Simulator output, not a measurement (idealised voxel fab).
The name of this process module is voxel double patterning.
Displayed cross-section: cut, width of 175 nm, square cells sized 5 nm.
A cross-section is written here as square cells arranged in a grid, and it is given in bands from the top down, each band taking up one or more rows of cells. Quick guide to a band line: top height, bottom height (nm) up front; then every material left to right with its width in nm. Only one material and it's marked "full width"? Then it fills the band edge to edge. And "air" just means empty space. Height reference: 0 = level under which incoming wafer is all one material. Lowest band: no bottom, runs on downward, e.g. "0 -> down". Read "30->40" as a graded width: first number on top, second number at the bottom, same change between each pair of neighbouring rows. Reading "left unchanged" for a step: not a cell of the cross-section changed in it. "Enclosed void listing" - sealed voids, min. 8 cells, no opening to top; format: width x height at distance (distance from left edge; nm throughout). On each step's line, the part that comes after the settings is the simulator's own comment on the step. You can add "overlay nm" to a step's line. For a step with a mask, it describes how far the mask lay to the right of its planned position, and a negative number describes a lay to the left.
Process steps foreseen in the plan:
- 1: RECEIVE with material Si
- 2: CONFORMAL_DEP with material SiO2, thk nm 5
- 3: DIRECTIONAL_DEP with material W, thk nm 10
- 4: DIRECTIONAL_DEP with material SiCN, thk nm 10
- 5: DIRECTIONAL_DEP with material aC, thk nm 10
- 6: PATTERN with tone open, mask id FIRST, material resist, width nm 15, pitch nm 50, thk nm 30, overlay nm 0
- 7: DIRECTIONAL_ETCH with etch materials aC, depth nm 10
- 8: STRIP with etch materials resist
- 9: DIRECTIONAL_ETCH with etch materials SiCN, depth nm 10
- 10: STRIP with etch materials aC
- 11: PATTERN with tone open, mask id SECOND, material resist, width nm 15, thk nm 20, overlay nm 0
- 12: DIRECTIONAL_ETCH with etch materials SiCN, depth nm 10
- 13: STRIP with etch materials resist
- 14: DIRECTIONAL_ETCH with etch materials W, depth nm 10
- 15: STRIP with etch materials SiCN
So, the first of our two wafers, run just as we planned it:
So this is the incoming wafer in cross-section - it's already been through step 1:
    0 -> down  Si full width
    Enclosed void listing: none
Wafer xsec, post step 2:
    5 -> 0  SiO2 full width
    Everything below 0 is unchanged.
Wafer xsec, post step 3:
    15 -> 5  W full width
    Everything below 5 is unchanged.
Wafer xsec, post step 4:
    25 -> 15  SiCN full width
    Everything below 15 is unchanged.
Wafer xsec, post step 5:
    35 -> 25  aC full width
    Everything below 25 is unchanged.
Wafer xsec, post step 6:
    65 -> 35  55 resist, then 15 air, then 35 resist, then 15 air, then 55 resist
    Everything below 35 is unchanged.
Wafer xsec, post step 7:
    55 -> 35  55 resist, then 15 air, then 35 resist, then 15 air, then 55 resist
    35 -> 25  55 aC, then 15 air, then 35 aC, then 15 air, then 55 aC
    Everything below 25 is unchanged.
Wafer xsec, post step 8:
    35 -> 25  55 aC, then 15 air, then 35 aC, then 15 air, then 55 aC
    Everything below 25 is unchanged.
Wafer xsec, post step 9:
    35 -> 25  55 aC, then 15 air, then 35 aC, then 15 air, then 55 aC
    25 -> 15  55 SiCN, then 15 air, then 35 SiCN, then 15 air, then 55 SiCN
    Everything below 15 is unchanged.
Wafer xsec, post step 10:
    25 -> 15  55 SiCN, then 15 air, then 35 SiCN, then 15 air, then 55 SiCN
    Everything below 15 is unchanged.
Wafer xsec, post step 11:
    45 -> 25  80 resist, then 15 air, then 80 resist
    25 -> 15  55 SiCN, then 15 resist, then 35 SiCN, then 15 resist, then 55 SiCN
    Everything below 15 is unchanged.
Wafer xsec, post step 12:
    45 -> 25  80 resist, then 15 air, then 80 resist
    25 -> 15  55 SiCN, then 15 resist, then 10 SiCN, then 15 air, then 10 SiCN, then 15 resist, then 55 SiCN
    Everything below 15 is unchanged.
Wafer xsec, post step 13:
    25 -> 15  55 SiCN, then 15 air, then 10 SiCN, then 15 air, then 10 SiCN, then 15 air, then 55 SiCN
    Everything below 15 is unchanged.
Wafer xsec, post step 14:
    25 -> 15  55 SiCN, then 15 air, then 10 SiCN, then 15 air, then 10 SiCN, then 15 air, then 55 SiCN
    15 -> 5  55 W, then 15 air, then 10 W, then 15 air, then 10 W, then 15 air, then 55 W
    Everything below 5 is unchanged.
Wafer xsec, post step 15:
    15 -> 5  55 W, then 15 air, then 10 W, then 15 air, then 10 W, then 15 air, then 55 W
    Everything below 5 is unchanged.
The remaining wafer, second of the two, started like the first and was run to the same plan, except that one mistake was made along the way; the two coincide through step 10, inclusive:
Second wafer shown in cross-section at the time step 11 was slated to end:
    45 -> 25  75 resist, then 25 air, then 75 resist
    25 -> 15  55 SiCN, then 15 resist, then 35 SiCN, then 15 resist, then 55 SiCN
    Everything below 15 is unchanged.
Second wafer shown in cross-section at the time step 12 was slated to end:
    45 -> 25  75 resist, then 25 air, then 75 resist
    25 -> 15  55 SiCN, then 15 resist, then 5 SiCN, then 25 air, then 5 SiCN, then 15 resist, then 55 SiCN
    Everything below 15 is unchanged.
Second wafer shown in cross-section at the time step 13 was slated to end:
    25 -> 15  55 SiCN, then 15 air, then 5 SiCN, then 25 air, then 5 SiCN, then 15 air, then 55 SiCN
    Everything below 15 is unchanged.
Second wafer shown in cross-section at the time step 14 was slated to end:
    25 -> 15  55 SiCN, then 15 air, then 5 SiCN, then 25 air, then 5 SiCN, then 15 air, then 55 SiCN
    15 -> 5  55 W, then 15 air, then 5 W, then 25 air, then 5 W, then 15 air, then 55 W
    Everything below 5 is unchanged.
Second wafer shown in cross-section at the time step 15 was slated to end:
    15 -> 5  55 W, then 15 air, then 5 W, then 25 air, then 5 W, then 15 air, then 55 W
    Everything below 5 is unchanged.
Nonconformance to the process plan: note that step 11 departed from the planned setting and was carried out as PATTERN with tone open, mask id SECOND, material resist, width nm 25, thk nm 20, overlay nm 0
Upon completion, the second wafer contains, in terms of cells, a greater or smaller amount of certain materials than the first wafer: 4 fewer of W
